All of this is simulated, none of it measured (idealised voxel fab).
The document below concerns the process module designated voxel gate over fins.
Section cut is 300 nm wide and gridded with 5 nm square cells.
Format of a cross-section: grid, square cells. Given as bands. Order: top down. Band: one or more rows of cells. Per band: top height and bottom height in nm, followed by the left-to-right materials and their widths in nm; "full width" marks a single material spanning edge to edge, "empty" marks empty space. Basically, 0 is our baseline, since under it the wafer straight out of the box is all one material. The bottom band has no lower end and keeps on going down, so it looks like "0 down". Think of "30->40" as a width that walks from the first number to the second as you go down the band, top row to bottom row, taking equal-sized steps from row to row. What does "nothing changed" mean for a step? It means no cell of the cross-section changed in that step. "Closed-off voids" means: voids of 8 cells or more that are shut off from the top with no open way through. Written width x height at distance, distance from the left edge, in nm. after a step's settings: what the simulator itself notes on the step. overlay nm: right-of-plan distance of the mask on a masked step; negative values mean left-of-plan.
## Process steps - plan
1: RECEIVE: material Si
2: CONFORMAL_DEP: material SiN, thk nm 5
3: DIRECTIONAL_DEP: material aC, thk nm 10
4: PATTERN: tone cover, mask id FINS, material resist, width nm 15, pitch nm 40, thk nm 30, overlay nm 0
5: DIRECTIONAL_ETCH: etch materials aC, depth nm 10
6: STRIP: etch materials resist
7: DIRECTIONAL_ETCH: etch materials SiN, depth nm 5
8: DIRECTIONAL_ETCH: etch materials Si, depth nm 30
9: STRIP: etch materials aC
10: OXIDIZE: depth nm 5
11: FILL_DEP: material SiO2, thk nm 10
12: CMP: height nm 5
13: SELECTIVE_ETCH: etch materials SiO2, depth nm 20
14: STRIP: etch materials SiN
15: CONFORMAL_DEP: material HfO2, thk nm 5
16: CONFORMAL_DEP: material TiN, thk nm 5
17: CONFORMAL_DEP: material TiAl, thk nm 5
18: CONFORMAL_DEP: material TiN, thk nm 5
19: FILL_DEP: material W, thk nm 15
20: CMP: height nm 30
21: CONFORMAL_DEP: material SiCN, thk nm 5
## as received, after step 1
	0 down | Si full width
	Closed-off voids: none
## Here's the cross-section of the first of our two wafers at the end of the module - it ran as planned
	35 to 30 | SiCN full width
	30 to 20 | W full width
	20 to 15 | W 85, TiN 125, W 90
	15 to 10 | W 85, TiN 5, TiAl 35, TiN 5, TiAl 35, TiN 5, TiAl 35, TiN 5, W 90
	10 to 5 | W 85, TiN 5, TiAl 5, TiN 25, TiAl 5, TiN 5, TiAl 5, TiN 25, TiAl 5, TiN 5, TiAl 5, TiN 25, TiAl 5, TiN 5, W 90
	5 to 0 | TiN 90, TiAl 5, TiN 5, HfO2 15, TiN 5, TiAl 5, TiN 5, TiAl 5, TiN 5, HfO2 15, TiN 5, TiAl 5, TiN 5, TiAl 5, TiN 5, HfO2 15, TiN 5, TiAl 5, TiN 95
	0 to -5 | TiAl 95, TiN 5, HfO2 5, Si 5, HfO2 5, TiN 5, TiAl 15, TiN 5, HfO2 5, Si 5, HfO2 5, TiN 5, TiAl 15, TiN 5, HfO2 5, Si 5, HfO2 5, TiN 5, TiAl 100
	-5 to -10 | TiN 100, HfO2 5, Si 5, HfO2 5, TiN 25, HfO2 5, Si 5, HfO2 5, TiN 25, HfO2 5, Si 5, HfO2 5, TiN 105
	-10 to -15 | HfO2 105, Si 5, HfO2 35, Si 5, HfO2 35, Si 5, HfO2 110
	-15 to -35 | SiO2 105, Si 5, SiO2 35, Si 5, SiO2 35, Si 5, SiO2 110
	-35 down | Si full width
	Closed-off voids: none
## The second wafer, shown in cross-section after the module: started the same way as the first and given the same plan, yet one mistake crept into how it was run
	35 to 30 | SiCN full width
	30 to 15 | W full width
	15 to 10 | W 90, TiN 35, W 5, TiN 35, W 5, TiN 35, W 95
	10 to 5 | W 90, TiN 5, TiAl 25, TiN 5, W 5, TiN 5, TiAl 25, TiN 5, W 5, TiN 5, TiAl 25, TiN 5, W 95
	5 to 0 | W 90, TiN 5, TiAl 5, TiN 15, TiAl 5, TiN 5, W 5, TiN 5, TiAl 5, TiN 15, TiAl 5, TiN 5, W 5, TiN 5, TiAl 5, TiN 15, TiAl 5, TiN 5, W 95
	0 to -5 | TiN 95, TiAl 5, TiN 5, Si 5, TiN 5, TiAl 5, TiN 15, TiAl 5, TiN 5, Si 5, TiN 5, TiAl 5, TiN 15, TiAl 5, TiN 5, Si 5, TiN 5, TiAl 5, TiN 100
	-5 to -10 | TiAl 100, TiN 5, Si 5, TiN 5, TiAl 25, TiN 5, Si 5, TiN 5, TiAl 25, TiN 5, Si 5, TiN 5, TiAl 105
	-10 to -15 | TiN 105, Si 5, TiN 35, Si 5, TiN 35, Si 5, TiN 110
	-15 to -35 | SiO2 105, Si 5, SiO2 35, Si 5, SiO2 35, Si 5, SiO2 110
	-35 down | Si full width
	Closed-off voids: none
Deviation from plan: skipped: plan step 15 (never run)
End check, counted in cells, second wafer has more or fewer of these materials than the first: -78 HfO2 | +6 TiN | +72 W
